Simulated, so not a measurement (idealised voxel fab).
You're looking at the process module voxel spacer lines.
In the cross-section labelled cut, the width is 295 nm and each square cell is 5 nm.
This document writes a cross-section as a grid whose cells are square, and gives it as bands, listed from the top down; one or more rows of cells form a band.
For a band, the entry starts with two heights in nm, that of the top and then that of the bottom, and carries on with the band's materials in order from left to right, each alongside its width in nm; the word "all across" beside a single material means it fills the band edge to edge, and "empty" means empty space.
The reference from which all heights are counted is 0, the level beneath which the as-received wafer is entirely one material; the lowest band, having no lower bound, proceeds downward and is written after the example "z 0 and below".
Read "30..40" as a graded width: first number on top, second number at the bottom, same change between each pair of neighbouring rows.
When a step is marked "left unchanged", none of the cells in the cross-section changed during that step.
Empty spaces counting at least 8 cells and having no open way to the top are listed in "Voids, enclosed". The notation width x height at distance is used for each, the distance being from the left edge and all three values in nm.
If you see something after the settings on a step's line, that's the simulator's own remark about that step.
"overlay nm" on a masked step: distance the mask lay right of its planned place, negative for left.
Process steps - plan
1,RECEIVE | material Si
2,CONFORMAL_DEP | material Al2O3 | thk nm 10
3,DIRECTIONAL_DEP | material TiN | thk nm 10
4,DIRECTIONAL_DEP | material aC | thk nm 20
5,PATTERN | tone cover | mask id MANDREL | material resist | width nm 25 | pitch nm 70 | thk nm 25 | overlay nm 0
6,DIRECTIONAL_ETCH | etch materials aC | depth nm 20
7,STRIP | etch materials resist
8,CONFORMAL_DEP | material SiO2 | thk nm 10
9,DIRECTIONAL_ETCH | etch materials SiO2 | depth nm 10
10,STRIP | etch materials aC
11,DIRECTIONAL_ETCH | etch materials TiN | depth nm 10
12,STRIP | etch materials SiO2
13,FILL_DEP | material SiO2 | thk nm 5
14,CMP | height nm 20
Received-state cross-section, reflecting completion of step 1
> z 0 and below = Si all across
> Voids, enclosed: none
First of two wafers, end-of-module section, run followed plan
> z 20 to 10 = 55 SiO2 | 10 TiN | 25 SiO2 | 10 TiN | 25 SiO2 | 10 TiN | 25 SiO2 | 10 TiN | 25 SiO2 | 10 TiN | 25 SiO2 | 10 TiN | 55 SiO2
> z 10 to 0 = Al2O3 all across
> z 0 and below = Si all across
> Voids, enclosed: none
Cross-section, second wafer: same start as the first, same plan as the first, one mistake in running it; taken at the end of the module
> z 20 to 10 = Al2O3 all across
> z 10 to 0 = TiN all across
> z 0 and below = Si all across
> Voids, enclosed: none
Deviation noted in wafer processing: steps 2 and 3 traded places in the executed sequence
End of process, cell counts, second wafer against first, materials with more or fewer: -94 SiO2; +94 TiN
